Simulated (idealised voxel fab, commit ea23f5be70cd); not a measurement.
The following is a process module called voxel wiring stack.
FYI the section here is cut, 185 nm wide, cells are 5 nm squares.
The cross-sections in this document take the form of a grid made of square cells. They are written out as bands, in order from top to bottom. Each band consists of one or more rows of cells.
A band entry consists of two parts. The first gives the height of the band's top and the height of its bottom, in nm. The rest lists the band's materials from left to right, each with its width in nm. A single material labelled with the word "everywhere" fills the band from edge to edge, and the word "air" marks empty space.
Ref level 0: as-received wafer is one material below here. Bottom band extends down with no lower bound ("z 0 and below").
You'd read "30->40" like this: the band's top row of cells is as wide as the first number, its bottom row is as wide as the second, and going down, every row changes width by the same amount as the row before did.
"identical to before" (step): cross-section cells unchanged, all of them.
For the entry "Sealed voids", the listed items are empty spaces with no open way to the top whose size is 8 cells or more; each item follows the pattern width x height at distance, where distance is from the left edge and all three are in nm.
Where a step's line continues beyond its settings, the continuation is a remark by the simulator itself on that step.
overlay nm, on a step with a mask: how far to the right of its planned place the mask lay; to the left if negative

### The following list gives the planned process steps
1: RECEIVE,material Si
2: CONFORMAL_DEP,material SiO2,thk nm 15
3: DIRECTIONAL_DEP,material TiN,thk nm 5
4: DIRECTIONAL_DEP,material W,thk nm 25
5: DIRECTIONAL_DEP,material aC,thk nm 10
6: PATTERN,tone cover,mask id METAL_1,material resist,width nm 25,pitch nm 55,thk nm 30,overlay nm 0
7: DIRECTIONAL_ETCH,etch materials aC,depth nm 10
8: STRIP,etch materials resist
9: DIRECTIONAL_ETCH,etch materials W,depth nm 25
10: DIRECTIONAL_ETCH,etch materials TiN,depth nm 5
11: STRIP,etch materials aC
12: CONFORMAL_DEP,material SiN,thk nm 5
13: FILL_DEP,material lowk,thk nm 5
14: CMP,height nm 45
15: CONFORMAL_DEP,material SiCN,thk nm 5
16: DIRECTIONAL_DEP,material lowk,thk nm 20
17: DIRECTIONAL_DEP,material aC,thk nm 10
18: PATTERN,tone open,mask id PLUG_1,material resist,width nm 15,pitch nm 110,thk nm 25,overlay nm 0
19: DIRECTIONAL_ETCH,etch materials aC,depth nm 10
20: STRIP,etch materials resist
21: DIRECTIONAL_ETCH,etch materials lowk,depth nm 20
22: DIRECTIONAL_ETCH,etch materials SiCN,depth nm 5
23: STRIP,etch materials aC
24: CONFORMAL_DEP,material TiN,thk nm 5
25: FILL_DEP,material W,thk nm 5
26: CMP,height nm 70
27: CONFORMAL_DEP,material SiN,thk nm 5
28: DIRECTIONAL_DEP,material lowk,thk nm 15
29: MASKED_ETCH,tone open,mask id METAL_2,width nm 25,pitch nm 55,etch materials lowk,depth nm 15,overlay nm 0
30: MASKED_ETCH,tone open,mask id METAL_2,width nm 25,pitch nm 55,etch materials SiN,depth nm 5,overlay nm 0
31: CONFORMAL_DEP,material TiN,thk nm 5
32: FILL_DEP,material Cu,thk nm 10
33: CMP,height nm 90
34: EPI,material Ru,thk nm 5
35: FILL_DEP,material SiCN,thk nm 5
36: DIRECTIONAL_DEP,material lowk,thk nm 10
37: PATTERN,tone open,mask id PLUG_2,material resist,width nm 15,pitch nm 55,thk nm 15,overlay nm 0
38: DIRECTIONAL_ETCH,etch materials lowk,depth nm 5
39: DIRECTIONAL_ETCH,etch materials SiCN,depth nm 5
40: STRIP,etch materials resist
41: CONFORMAL_DEP,material TiN,thk nm 5
42: FILL_DEP,material W,thk nm 10
43: CMP,height nm 110
44: CONFORMAL_DEP,material SiCN,thk nm 5
45: DIRECTIONAL_DEP,material lowk,thk nm 15
46: MASKED_ETCH,tone open,mask id METAL_3,width nm 25,pitch nm 55,etch materials lowk,depth nm 15,overlay nm 0
47: MASKED_ETCH,tone open,mask id METAL_3,width nm 25,pitch nm 55,etch materials SiCN,depth nm 5,overlay nm 0
48: CONFORMAL_DEP,material TiN,thk nm 5
49: FILL_DEP,material Ru,thk nm 10
50: CMP,height nm 130
51: EPI,material Ru,thk nm 5
52: FILL_DEP,material SiCN,thk nm 5
All wafers enter the flow in the same state. The depth nm at step 38 differs from wafer to wafer, and the plan gives the value for the first wafer.

### Cross-section, first of several wafers, as delivered after step 1
z 0 and below = Si everywhere
Sealed voids: none

### Shown in cross-section: the first of several wafers at the end of the module, after its last step, step 52
z 140 to 135 = SiCN everywhere
z 135 to 130 = SiCN: 20 | Ru: 35 | SiCN: 20 | Ru: 35 | SiCN: 20 | Ru: 35 | SiCN: 20
z 130 to 115 = lowk: 25 | TiN: 5 | Ru: 15 | TiN: 5 | lowk: 30 | TiN: 5 | Ru: 15 | TiN: 5 | lowk: 30 | TiN: 5 | Ru: 15 | TiN: 5 | lowk: 25
z 115 to 110 = SiCN: 25 | TiN: 25 | SiCN: 30 | TiN: 25 | SiCN: 30 | TiN: 25 | SiCN: 25
z 110 to 105 = lowk: 25 | TiN: 15 | lowk: 40 | TiN: 15 | lowk: 40 | TiN: 15 | lowk: 35
z 105 to 100 = lowk everywhere
z 100 to 95 = SiCN everywhere
z 95 to 90 = SiCN: 20 | Ru: 35 | SiCN: 20 | Ru: 35 | SiCN: 20 | Ru: 35 | SiCN: 20
z 90 to 75 = lowk: 25 | TiN: 5 | Cu: 15 | TiN: 5 | lowk: 30 | TiN: 5 | Cu: 15 | TiN: 5 | lowk: 30 | TiN: 5 | Cu: 15 | TiN: 5 | lowk: 25
z 75 to 70 = SiN: 25 | TiN: 25 | SiN: 30 | TiN: 25 | SiN: 30 | TiN: 25 | SiN: 25
z 70 to 50 = lowk: 25 | TiN: 5 | W: 5 | TiN: 5 | lowk: 95 | TiN: 5 | W: 5 | TiN: 5 | lowk: 35
z 50 to 45 = SiCN: 25 | TiN: 15 | SiCN: 95 | TiN: 15 | SiCN: 35
z 45 to 20 = lowk: 20 | SiN: 5 | W: 25 | SiN: 5 | lowk: 20 | SiN: 5 | W: 25 | SiN: 5 | lowk: 20 | SiN: 5 | W: 25 | SiN: 5 | lowk: 20
z 20 to 15 = SiN: 25 | TiN: 25 | SiN: 30 | TiN: 25 | SiN: 30 | TiN: 25 | SiN: 25
z 15 to 0 = SiO2 everywhere
z 0 and below = Si everywhere
Sealed voids: none

### End of module: cross-section, last of several wafers
z 140 to 135 = SiCN everywhere
z 135 to 130 = SiCN: 20 | Ru: 35 | SiCN: 20 | Ru: 35 | SiCN: 20 | Ru: 35 | SiCN: 20
z 130 to 115 = lowk: 25 | TiN: 5 | Ru: 15 | TiN: 5 | lowk: 30 | TiN: 5 | Ru: 15 | TiN: 5 | lowk: 30 | TiN: 5 | Ru: 15 | TiN: 5 | lowk: 25
z 115 to 110 = SiCN: 25 | TiN: 25 | SiCN: 30 | TiN: 25 | SiCN: 30 | TiN: 25 | SiCN: 25
z 110 to 100 = lowk: 25 | TiN: 5 | W: 5 | TiN: 5 | lowk: 40 | TiN: 5 | W: 5 | TiN: 5 | lowk: 40 | TiN: 5 | W: 5 | TiN: 5 | lowk: 35
z 100 to 95 = SiCN: 25 | TiN: 15 | SiCN: 40 | TiN: 15 | SiCN: 40 | TiN: 15 | SiCN: 35
z 95 to 90 = SiCN: 20 | Ru: 35 | SiCN: 20 | Ru: 35 | SiCN: 20 | Ru: 35 | SiCN: 20
z 90 to 75 = lowk: 25 | TiN: 5 | Cu: 15 | TiN: 5 | lowk: 30 | TiN: 5 | Cu: 15 | TiN: 5 | lowk: 30 | TiN: 5 | Cu: 15 | TiN: 5 | lowk: 25
z 75 to 70 = SiN: 25 | TiN: 25 | SiN: 30 | TiN: 25 | SiN: 30 | TiN: 25 | SiN: 25
z 70 to 50 = lowk: 25 | TiN: 5 | W: 5 | TiN: 5 | lowk: 95 | TiN: 5 | W: 5 | TiN: 5 | lowk: 35
z 50 to 45 = SiCN: 25 | TiN: 15 | SiCN: 95 | TiN: 15 | SiCN: 35
z 45 to 20 = lowk: 20 | SiN: 5 | W: 25 | SiN: 5 | lowk: 20 | SiN: 5 | W: 25 | SiN: 5 | lowk: 20 | SiN: 5 | W: 25 | SiN: 5 | lowk: 20
z 20 to 15 = SiN: 25 | TiN: 25 | SiN: 30 | TiN: 25 | SiN: 30 | TiN: 25 | SiN: 25
z 15 to 0 = SiO2 everywhere
z 0 and below = Si everywhere
Sealed voids: none

### Basically each wafer gets a line in the table, showing it at the end of the module: material by material, the cells it gained (+) or lost (-) since we got it, then its closed voids
depth nm 5, +27 Cu, +69 Ru, +159 SiCN, +74 SiN, +111 SiO2, +112 TiN, +83 W, +401 lowk, Sealed voids: none
depth nm 10, +27 Cu, +69 Ru, +150 SiCN, +74 SiN, +111 SiO2, +124 TiN, +89 W, +392 lowk, Sealed voids: none
depth nm 15, +27 Cu, +69 Ru, +150 SiCN, +74 SiN, +111 SiO2, +124 TiN, +89 W, +392 lowk, Sealed voids: none
depth nm 20, +27 Cu, +69 Ru, +150 SiCN, +74 SiN, +111 SiO2, +124 TiN, +89 W, +392 lowk, Sealed voids: none
depth nm 25, +27 Cu, +69 Ru, +150 SiCN, +74 SiN, +111 SiO2, +124 TiN, +89 W, +392 lowk, Sealed voids: none
